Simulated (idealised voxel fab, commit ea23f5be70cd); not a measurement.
process module | voxel transistor to metal
cross-section cut | 185 nm wide | cells 5 nm
A cross-section is a grid of square cells, given in bands from the top down. A band is one or more rows of cells.
Each band's line starts with the height of the band's top and of its bottom, in nm. Then come its materials from left to right, each with its width in nm. One material with "throughout" fills the band from edge to edge. "air" is empty space.
Height 0 is the level under which the wafer as received is all one material. The lowest band goes on downwards, as in "0 down".
A width such as "30 to 40" changes by the same amount from each row of cells to the next, from the band's top row to its bottom row.
"no change" after a step means that no cell of the cross-section changed.
closed voids: empty space of 8 cells or more with no open way to the top, each as width x height at its distance from the left edge, in nm
after a step's settings: what the simulator itself notes on the step
overlay nm, on a step with a mask: how far to the right of its planned place the mask lay; to the left if negative
plan
1 op RECEIVE | material Si
2 op CONFORMAL_DEP | material SiO2 | thk nm 5
3 op CONFORMAL_DEP | material SiN | thk nm 10
4 op MASKED_ETCH | tone cover | mask id ACTIVE | width nm 120 | etch materials SiN | depth nm 10 | overlay nm 0
5 op MASKED_ETCH | tone cover | mask id ACTIVE | width nm 120 | etch materials SiO2 | depth nm 5 | overlay nm 0
6 op MASKED_ETCH | tone cover | mask id ACTIVE | width nm 120 | etch materials Si | depth nm 20 | overlay nm 0
7 op OXIDIZE | depth nm 5
8 op FILL_DEP | material SiO2 | thk nm 5
9 op CMP | height nm 15
10 op SELECTIVE_ETCH | etch materials SiO2 | depth nm 10
11 op STRIP | etch materials SiN
12 op SELECTIVE_ETCH | etch materials SiO2 | depth nm 5
13 op OXIDIZE | depth nm 5
14 op DIRECTIONAL_DEP | material polySi | thk nm 25
15 op DIRECTIONAL_DEP | material SiCN | thk nm 10
16 op MASKED_ETCH | tone cover | mask id GATE | width nm 30 | etch materials SiCN | depth nm 20 | overlay nm 0
17 op MASKED_ETCH | tone cover | mask id GATE | width nm 30 | etch materials polySi | depth nm 35 | overlay nm 0
18 op CONFORMAL_DEP | material SiO2 | thk nm 5
19 op DIRECTIONAL_ETCH | etch materials SiO2 | depth nm 5
20 op CONFORMAL_DEP | material SiN | thk nm 5
21 op DIRECTIONAL_ETCH | etch materials SiN | depth nm 5
22 op DIRECTIONAL_ETCH | etch materials SiO2 | depth nm 5
23 op DIRECTIONAL_ETCH | etch materials Si | depth nm 15
24 op EPI | material SiGe | thk nm 20
25 op FILL_DEP | material SiO2 | thk nm 10
26 op CMP | height nm 25
27 op STRIP | etch materials polySi
28 op SELECTIVE_ETCH | etch materials SiO2 | depth nm 5
29 op CONFORMAL_DEP | material HfO2 | thk nm 5
30 op CONFORMAL_DEP | material TiN | thk nm 5
31 op FILL_DEP | material W | thk nm 10
32 op CMP | height nm 20
33 op DIRECTIONAL_DEP | material SiO2 | thk nm 10
34 op DIRECTIONAL_DEP | material aC | thk nm 10
35 op PATTERN | tone open | mask id CONTACT | material resist | width nm 20 | pitch nm 90 | thk nm 25 | overlay nm 0
36 op DIRECTIONAL_ETCH | etch materials aC | depth nm 10
37 op STRIP | etch materials resist
38 op DIRECTIONAL_ETCH | etch materials SiO2 | depth nm 30
39 op STRIP | etch materials aC
40 op CONFORMAL_DEP | material TiN | thk nm 5
41 op FILL_DEP | material Ru | thk nm 5
42 op CMP | height nm 30
43 op CONFORMAL_DEP | material SiCN | thk nm 5
44 op DIRECTIONAL_DEP | material lowk | thk nm 25
45 op DIRECTIONAL_DEP | material aC | thk nm 15
46 op PATTERN | tone open | mask id METAL_1 | material resist | width nm 20 | pitch nm 90 | thk nm 35 | overlay nm 0
47 op DIRECTIONAL_ETCH | etch materials aC | depth nm 15
48 op STRIP | etch materials resist
49 op DIRECTIONAL_ETCH | etch materials lowk | depth nm 25
50 op DIRECTIONAL_ETCH | etch materials SiCN | depth nm 5
51 op STRIP | etch materials aC
52 op CONFORMAL_DEP | material TiN | thk nm 5
53 op FILL_DEP | material Ru | thk nm 5
54 op CMP | height nm 60
55 op CONFORMAL_DEP | material SiCN | thk nm 5
first wafer, as planned
as received, after step 1
  0 down: Si throughout
  closed voids: none
after step 2
  5 to 0: SiO2 throughout
  below 0: unchanged
after step 3
  15 to 5: SiN throughout
  below 5: unchanged
after step 4
  15 to 5: air 30 | SiN 120 | air 35
  below 5: unchanged
after step 5
  15 to 5: air 30 | SiN 120 | air 35
  5 to 0: air 30 | SiO2 120 | air 35
  below 0: unchanged
after step 6
  15 to 5: air 30 | SiN 120 | air 35
  5 to 0: air 30 | SiO2 120 | air 35
  0 to -20: air 30 | Si 120 | air 35
  below -20: unchanged
after step 7
  15 to 5: air 30 | SiN 120 | air 35
  5 to 0: air 30 | SiO2 120 | air 35
  0 to -20: air 30 | SiO2 5 | Si 110 | SiO2 5 | air 35
  -20 to -25: SiO2 35 | Si 110 | SiO2 40
  below -25: unchanged
after step 8
  20 to 15: SiO2 throughout
  15 to 5: SiO2 30 | SiN 120 | SiO2 35
  5 to 0: SiO2 throughout
  0 to -25: SiO2 35 | Si 110 | SiO2 40
  below -25: unchanged
after step 9
  15 to 5: SiO2 30 | SiN 120 | SiO2 35
  below 5: unchanged
after step 10
  15 to 5: air 30 | SiN 120 | air 35
  below 5: unchanged
after step 11
  5 to 0: SiO2 throughout
  below 0: unchanged
after step 12
  0 to -25: SiO2 35 | Si 110 | SiO2 40
  below -25: unchanged
after step 13
  0 to -5: SiO2 throughout
  below -5: unchanged
after step 14
  25 to 0: polySi throughout
  below 0: unchanged
after step 15
  35 to 25: SiCN throughout
  below 25: unchanged
after step 16
  35 to 25: air 75 | SiCN 30 | air 80
  below 25: unchanged
after step 17
  35 to 25: air 75 | SiCN 30 | air 80
  25 to 0: air 75 | polySi 30 | air 80
  below 0: unchanged
after step 18
  40 to 35: air 70 | SiO2 40 | air 75
  35 to 25: air 70 | SiO2 5 | SiCN 30 | SiO2 5 | air 75
  25 to 5: air 70 | SiO2 5 | polySi 30 | SiO2 5 | air 75
  5 to 0: SiO2 75 | polySi 30 | SiO2 80
  below 0: unchanged
after step 19
  35 to 25: air 70 | SiO2 5 | SiCN 30 | SiO2 5 | air 75
  25 to 0: air 70 | SiO2 5 | polySi 30 | SiO2 5 | air 75
  below 0: unchanged
after step 20
  40 to 35: air 65 | SiN 50 | air 70
  35 to 25: air 65 | SiN 5 | SiO2 5 | SiCN 30 | SiO2 5 | SiN 5 | air 70
  25 to 5: air 65 | SiN 5 | SiO2 5 | polySi 30 | SiO2 5 | SiN 5 | air 70
  5 to 0: SiN 70 | SiO2 5 | polySi 30 | SiO2 5 | SiN 75
  below 0: unchanged
after step 21
  35 to 25: air 65 | SiN 5 | SiO2 5 | SiCN 30 | SiO2 5 | SiN 5 | air 70
  25 to 0: air 65 | SiN 5 | SiO2 5 | polySi 30 | SiO2 5 | SiN 5 | air 70
  below 0: unchanged
after step 22
  35 to 30: air 65 | SiN 5 | air 5 | SiCN 30 | air 5 | SiN 5 | air 70
  30 to 25: air 65 | SiN 5 | SiO2 5 | SiCN 30 | SiO2 5 | SiN 5 | air 70
  25 to 0: air 65 | SiN 5 | SiO2 5 | polySi 30 | SiO2 5 | SiN 5 | air 70
  0 to -5: air 65 | SiO2 50 | air 70
  below -5: unchanged
after step 23
  35 to 30: air 65 | SiN 5 | air 5 | SiCN 30 | air 5 | SiN 5 | air 70
  30 to 25: air 65 | SiN 5 | SiO2 5 | SiCN 30 | SiO2 5 | SiN 5 | air 70
  25 to 0: air 65 | SiN 5 | SiO2 5 | polySi 30 | SiO2 5 | SiN 5 | air 70
  0 to -5: air 65 | SiO2 50 | air 70
  -5 to -20: SiO2 35 | air 30 | Si 50 | air 30 | SiO2 40
  below -20: unchanged
after step 24
  35 to 30: air 65 | SiN 5 | air 5 | SiCN 30 | air 5 | SiN 5 | air 70
  30 to 25: air 65 | SiN 5 | SiO2 5 | SiCN 30 | SiO2 5 | SiN 5 | air 70
  25 to 15: air 65 | SiN 5 | SiO2 5 | polySi 30 | SiO2 5 | SiN 5 | air 70
  15 to 0: air 45 | SiGe 20 | SiN 5 | SiO2 5 | polySi 30 | SiO2 5 | SiN 5 | SiGe 20 | air 50
  0 to -5: air 30 | SiGe 35 | SiO2 50 | SiGe 35 | air 35
  -5 to -20: SiO2 35 | SiGe 30 | Si 50 | SiGe 30 | SiO2 40
  below -20: unchanged
after step 25
  45 to 35: SiO2 throughout
  35 to 25: SiO2 65 | SiN 5 | SiO2 5 | SiCN 30 | SiO2 5 | SiN 5 | SiO2 70
  25 to 15: SiO2 65 | SiN 5 | SiO2 5 | polySi 30 | SiO2 5 | SiN 5 | SiO2 70
  15 to 0: SiO2 45 | SiGe 20 | SiN 5 | SiO2 5 | polySi 30 | SiO2 5 | SiN 5 | SiGe 20 | SiO2 50
  0 to -5: SiO2 30 | SiGe 35 | SiO2 50 | SiGe 35 | SiO2 35
  below -5: unchanged
after step 26
  25 to 15: SiO2 65 | SiN 5 | SiO2 5 | polySi 30 | SiO2 5 | SiN 5 | SiO2 70
  below 15: unchanged
after step 27
  25 to 15: SiO2 65 | SiN 5 | SiO2 5 | air 30 | SiO2 5 | SiN 5 | SiO2 70
  15 to 0: SiO2 45 | SiGe 20 | SiN 5 | SiO2 5 | air 30 | SiO2 5 | SiN 5 | SiGe 20 | SiO2 50
  below 0: unchanged
after step 28
  25 to 20: air 65 | SiN 5 | air 40 | SiN 5 | air 70
  20 to 15: SiO2 65 | SiN 5 | air 40 | SiN 5 | SiO2 70
  15 to 0: SiO2 45 | SiGe 20 | SiN 5 | air 40 | SiN 5 | SiGe 20 | SiO2 50
  0 to -5: SiO2 30 | SiGe 35 | SiO2 5 | air 40 | SiO2 5 | SiGe 35 | SiO2 35
  below -5: unchanged
after step 29
  30 to 25: air 60 | HfO2 15 | air 30 | HfO2 15 | air 65
  25 to 20: HfO2 65 | SiN 5 | HfO2 5 | air 30 | HfO2 5 | SiN 5 | HfO2 70
  20 to 15: SiO2 65 | SiN 5 | HfO2 5 | air 30 | HfO2 5 | SiN 5 | SiO2 70
  15 to 0: SiO2 45 | SiGe 20 | SiN 5 | HfO2 5 | air 30 | HfO2 5 | SiN 5 | SiGe 20 | SiO2 50
  0 to -5: SiO2 30 | SiGe 35 | SiO2 5 | HfO2 40 | SiO2 5 | SiGe 35 | SiO2 35
  below -5: unchanged
after step 30
  35 to 30: air 55 | TiN 25 | air 20 | TiN 25 | air 60
  30 to 25: TiN 60 | HfO2 15 | TiN 5 | air 20 | TiN 5 | HfO2 15 | TiN 65
  25 to 20: HfO2 65 | SiN 5 | HfO2 5 | TiN 5 | air 20 | TiN 5 | HfO2 5 | SiN 5 | HfO2 70
  20 to 15: SiO2 65 | SiN 5 | HfO2 5 | TiN 5 | air 20 | TiN 5 | HfO2 5 | SiN 5 | SiO2 70
  15 to 5: SiO2 45 | SiGe 20 | SiN 5 | HfO2 5 | TiN 5 | air 20 | TiN 5 | HfO2 5 | SiN 5 | SiGe 20 | SiO2 50
  5 to 0: SiO2 45 | SiGe 20 | SiN 5 | HfO2 5 | TiN 30 | HfO2 5 | SiN 5 | SiGe 20 | SiO2 50
  below 0: unchanged
after step 31
  45 to 35: W throughout
  35 to 30: W 55 | TiN 25 | W 20 | TiN 25 | W 60
  30 to 25: TiN 60 | HfO2 15 | TiN 5 | W 20 | TiN 5 | HfO2 15 | TiN 65
  25 to 20: HfO2 65 | SiN 5 | HfO2 5 | TiN 5 | W 20 | TiN 5 | HfO2 5 | SiN 5 | HfO2 70
  20 to 15: SiO2 65 | SiN 5 | HfO2 5 | TiN 5 | W 20 | TiN 5 | HfO2 5 | SiN 5 | SiO2 70
  15 to 5: SiO2 45 | SiGe 20 | SiN 5 | HfO2 5 | TiN 5 | W 20 | TiN 5 | HfO2 5 | SiN 5 | SiGe 20 | SiO2 50
  below 5: unchanged
after step 32
  20 to 15: SiO2 65 | SiN 5 | HfO2 5 | TiN 5 | W 20 | TiN 5 | HfO2 5 | SiN 5 | SiO2 70
  below 15: unchanged
after step 33
  30 to 20: SiO2 throughout
  below 20: unchanged
after step 34
  40 to 30: aC throughout
  below 30: unchanged
after step 35
  65 to 40: resist 35 | air 20 | resist 70 | air 20 | resist 40
  below 40: unchanged
after step 36
  55 to 40: resist 35 | air 20 | resist 70 | air 20 | resist 40
  40 to 30: aC 35 | air 20 | aC 70 | air 20 | aC 40
  below 30: unchanged
after step 37
  40 to 30: aC 35 | air 20 | aC 70 | air 20 | aC 40
  below 30: unchanged
after step 38
  40 to 30: aC 35 | air 20 | aC 70 | air 20 | aC 40
  30 to 20: SiO2 35 | air 20 | SiO2 70 | air 20 | SiO2 40
  20 to 15: SiO2 35 | air 20 | SiO2 10 | SiN 5 | HfO2 5 | TiN 5 | W 20 | TiN 5 | HfO2 5 | SiN 5 | SiO2 10 | air 20 | SiO2 40
  15 to 5: SiO2 35 | air 10 | SiGe 20 | SiN 5 | HfO2 5 | TiN 5 | W 20 | TiN 5 | HfO2 5 | SiN 5 | SiGe 20 | air 10 | SiO2 40
  5 to 0: SiO2 35 | air 10 | SiGe 20 | SiN 5 | HfO2 5 | TiN 30 | HfO2 5 | SiN 5 | SiGe 20 | air 10 | SiO2 40
  below 0: unchanged
after step 39
  30 to 20: SiO2 35 | air 20 | SiO2 70 | air 20 | SiO2 40
  below 20: unchanged
after step 40
  35 to 30: TiN 40 | air 10 | TiN 80 | air 10 | TiN 45
  30 to 20: SiO2 35 | TiN 5 | air 10 | TiN 5 | SiO2 70 | TiN 5 | air 10 | TiN 5 | SiO2 40
  20 to 15: SiO2 35 | TiN 20 | SiO2 10 | SiN 5 | HfO2 5 | TiN 5 | W 20 | TiN 5 | HfO2 5 | SiN 5 | SiO2 10 | TiN 20 | SiO2 40
  15 to 5: SiO2 35 | TiN 10 | SiGe 20 | SiN 5 | HfO2 5 | TiN 5 | W 20 | TiN 5 | HfO2 5 | SiN 5 | SiGe 20 | TiN 10 | SiO2 40
  5 to 0: SiO2 35 | TiN 10 | SiGe 20 | SiN 5 | HfO2 5 | TiN 30 | HfO2 5 | SiN 5 | SiGe 20 | TiN 10 | SiO2 40
  below 0: unchanged
after step 41
  40 to 35: Ru throughout
  35 to 30: TiN 40 | Ru 10 | TiN 80 | Ru 10 | TiN 45
  30 to 20: SiO2 35 | TiN 5 | Ru 10 | TiN 5 | SiO2 70 | TiN 5 | Ru 10 | TiN 5 | SiO2 40
  below 20: unchanged
after step 42
  30 to 20: SiO2 35 | TiN 5 | Ru 10 | TiN 5 | SiO2 70 | TiN 5 | Ru 10 | TiN 5 | SiO2 40
  below 20: unchanged
after step 43
  35 to 30: SiCN throughout
  below 30: unchanged
after step 44
  60 to 35: lowk throughout
  below 35: unchanged
after step 45
  75 to 60: aC throughout
  below 60: unchanged
after step 46
  110 to 75: resist 35 | air 20 | resist 70 | air 20 | resist 40
  below 75: unchanged
after step 47
  95 to 75: resist 35 | air 20 | resist 70 | air 20 | resist 40
  75 to 60: aC 35 | air 20 | aC 70 | air 20 | aC 40
  below 60: unchanged
after step 48
  75 to 60: aC 35 | air 20 | aC 70 | air 20 | aC 40
  below 60: unchanged
after step 49
  75 to 60: aC 35 | air 20 | aC 70 | air 20 | aC 40
  60 to 35: lowk 35 | air 20 | lowk 70 | air 20 | lowk 40
  below 35: unchanged
after step 50
  75 to 60: aC 35 | air 20 | aC 70 | air 20 | aC 40
  60 to 35: lowk 35 | air 20 | lowk 70 | air 20 | lowk 40
  35 to 30: SiCN 35 | air 20 | SiCN 70 | air 20 | SiCN 40
  below 30: unchanged
after step 51
  60 to 35: lowk 35 | air 20 | lowk 70 | air 20 | lowk 40
  below 35: unchanged
after step 52
  65 to 60: TiN 40 | air 10 | TiN 80 | air 10 | TiN 45
  60 to 35: lowk 35 | TiN 5 | air 10 | TiN 5 | lowk 70 | TiN 5 | air 10 | TiN 5 | lowk 40
  35 to 30: SiCN 35 | TiN 20 | SiCN 70 | TiN 20 | SiCN 40
  below 30: unchanged
after step 53
  70 to 65: Ru throughout
  65 to 60: TiN 40 | Ru 10 | TiN 80 | Ru 10 | TiN 45
  60 to 35: lowk 35 | TiN 5 | Ru 10 | TiN 5 | lowk 70 | TiN 5 | Ru 10 | TiN 5 | lowk 40
  below 35: unchanged
after step 54
  60 to 35: lowk 35 | TiN 5 | Ru 10 | TiN 5 | lowk 70 | TiN 5 | Ru 10 | TiN 5 | lowk 40
  below 35: unchanged
after step 55
  65 to 60: SiCN throughout
  below 60: unchanged
second wafer: like start, like plan, one mistake. Through step 50 it matches the first wafer
when step 51 should have ended
  75 to 60: aC 35 | air 20 | aC 70 | air 20 | aC 40
  60 to 35: lowk 35 | air 20 | lowk 70 | air 20 | lowk 40
  35 to 30: SiCN 35 | air 20 | SiCN 70 | air 20 | SiCN 40
  30 to 20: SiO2 35 | air 20 | SiO2 70 | air 20 | SiO2 40
  20 to 15: SiO2 35 | air 20 | SiO2 10 | SiN 5 | HfO2 5 | TiN 5 | W 20 | TiN 5 | HfO2 5 | SiN 5 | SiO2 10 | air 20 | SiO2 40
  15 to 5: SiO2 35 | air 10 | SiGe 20 | SiN 5 | HfO2 5 | TiN 5 | W 20 | TiN 5 | HfO2 5 | SiN 5 | SiGe 20 | air 10 | SiO2 40
  5 to 0: SiO2 35 | air 10 | SiGe 20 | SiN 5 | HfO2 5 | TiN 30 | HfO2 5 | SiN 5 | SiGe 20 | air 10 | SiO2 40
  below 0: unchanged
when step 52 should have ended
  80 to 75: TiN 40 | air 10 | TiN 80 | air 10 | TiN 45
  75 to 60: aC 35 | TiN 5 | air 10 | TiN 5 | aC 70 | TiN 5 | air 10 | TiN 5 | aC 40
  60 to 35: lowk 35 | TiN 5 | air 10 | TiN 5 | lowk 70 | TiN 5 | air 10 | TiN 5 | lowk 40
  35 to 30: SiCN 35 | TiN 5 | air 10 | TiN 5 | SiCN 70 | TiN 5 | air 10 | TiN 5 | SiCN 40
  30 to 20: SiO2 35 | TiN 5 | air 10 | TiN 5 | SiO2 70 | TiN 5 | air 10 | TiN 5 | SiO2 40
  20 to 15: SiO2 35 | TiN 20 | SiO2 10 | SiN 5 | HfO2 5 | TiN 5 | W 20 | TiN 5 | HfO2 5 | SiN 5 | SiO2 10 | TiN 20 | SiO2 40
  15 to 5: SiO2 35 | TiN 10 | SiGe 20 | SiN 5 | HfO2 5 | TiN 5 | W 20 | TiN 5 | HfO2 5 | SiN 5 | SiGe 20 | TiN 10 | SiO2 40
  5 to 0: SiO2 35 | TiN 10 | SiGe 20 | SiN 5 | HfO2 5 | TiN 30 | HfO2 5 | SiN 5 | SiGe 20 | TiN 10 | SiO2 40
  below 0: unchanged
when step 53 should have ended
  85 to 80: Ru throughout
  80 to 75: TiN 40 | Ru 10 | TiN 80 | Ru 10 | TiN 45
  75 to 60: aC 35 | TiN 5 | Ru 10 | TiN 5 | aC 70 | TiN 5 | Ru 10 | TiN 5 | aC 40
  60 to 35: lowk 35 | TiN 5 | Ru 10 | TiN 5 | lowk 70 | TiN 5 | Ru 10 | TiN 5 | lowk 40
  35 to 30: SiCN 35 | TiN 5 | Ru 10 | TiN 5 | SiCN 70 | TiN 5 | Ru 10 | TiN 5 | SiCN 40
  30 to 20: SiO2 35 | TiN 5 | Ru 10 | TiN 5 | SiO2 70 | TiN 5 | Ru 10 | TiN 5 | SiO2 40
  below 20: unchanged
when step 54 should have ended
  60 to 35: lowk 35 | TiN 5 | Ru 10 | TiN 5 | lowk 70 | TiN 5 | Ru 10 | TiN 5 | lowk 40
  below 35: unchanged
when step 55 should have ended
  65 to 60: SiCN throughout
  below 60: unchanged
what went wrong: step 51 ran as: op STRIP | etch materials TiN
at the end the second wafer has, in cells: 4 more of Ru | 4 fewer of TiN
